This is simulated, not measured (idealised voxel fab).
process module | voxel fin reveal
cross-section cut | 180 nm wide | cells 5 nm
A cross-section is a grid of square cells, given in bands from the top down. A band is one or more rows of cells.
Each band's line starts with the height of the band's top and of its bottom, in nm. Then come its materials from left to right, each with its width in nm. One material with "throughout" fills the band from edge to edge. "air" is empty space.
Height 0 is the level under which the wafer as received is all one material. The lowest band goes on downwards, as in "0 down".
A width such as "30 to 40" changes by the same amount from each row of cells to the next, from the band's top row to its bottom row.
"no change" after a step means that no cell of the cross-section changed.
closed voids: empty space of 8 cells or more with no open way to the top, each as width x height at its distance from the left edge, in nm
after a step's settings: what the simulator itself notes on the step
overlay nm, on a step with a mask: how far to the right of its planned place the mask lay; to the left if negative
plan
1 op RECEIVE | material Si
2 op CONFORMAL_DEP | material SiN | thk nm 10
3 op MASKED_ETCH | tone cover | mask id FINS | width nm 15 | pitch nm 40 | etch materials SiN | depth nm 10 | overlay nm 0
4 op MASKED_ETCH | tone cover | mask id FINS | width nm 15 | pitch nm 40 | etch materials Si | depth nm 35 | overlay nm 0
5 op OXIDIZE | depth nm 5
6 op FILL_DEP | material SiO2 | thk nm 5
7 op CMP | height nm 10
8 op SELECTIVE_ETCH | etch materials SiO2 | depth nm 25
9 op STRIP | etch materials SiN
10 op CONFORMAL_DEP | material HfO2 | thk nm 5
as received, after step 1
  0 down: Si throughout
  closed voids: none
first wafer at the end, as planned
  5 to 0: air 60 | HfO2 15 | air 25 | HfO2 15 | air 65
  0 to -10: air 60 | HfO2 5 | Si 5 | HfO2 5 | air 25 | HfO2 5 | Si 5 | HfO2 5 | air 65
  -10 to -15: HfO2 65 | Si 5 | HfO2 35 | Si 5 | HfO2 70
  -15 to -40: SiO2 65 | Si 5 | SiO2 35 | Si 5 | SiO2 70
  -40 down: Si throughout
  closed voids: none
second wafer at the end: like start, like plan, one mistake
  5 to 0: air 60 | HfO2 15 | air 25 | HfO2 15 | air 65
  0 to -10: air 60 | HfO2 5 | Si 5 | HfO2 5 | air 25 | HfO2 5 | Si 5 | HfO2 5 | air 65
  -10 to -15: HfO2 65 | Si 5 | HfO2 35 | Si 5 | HfO2 70
  -15 to -35: SiO2 65 | Si 5 | SiO2 35 | Si 5 | SiO2 70
  -35 down: Si throughout
  closed voids: none
what went wrong: step 4 ran as: op MASKED_ETCH | tone cover | mask id FINS | width nm 15 | pitch nm 40 | etch materials Si | depth nm 30 | overlay nm 0
at the end the second wafer has, in cells: 34 more of Si | 34 fewer of SiO2
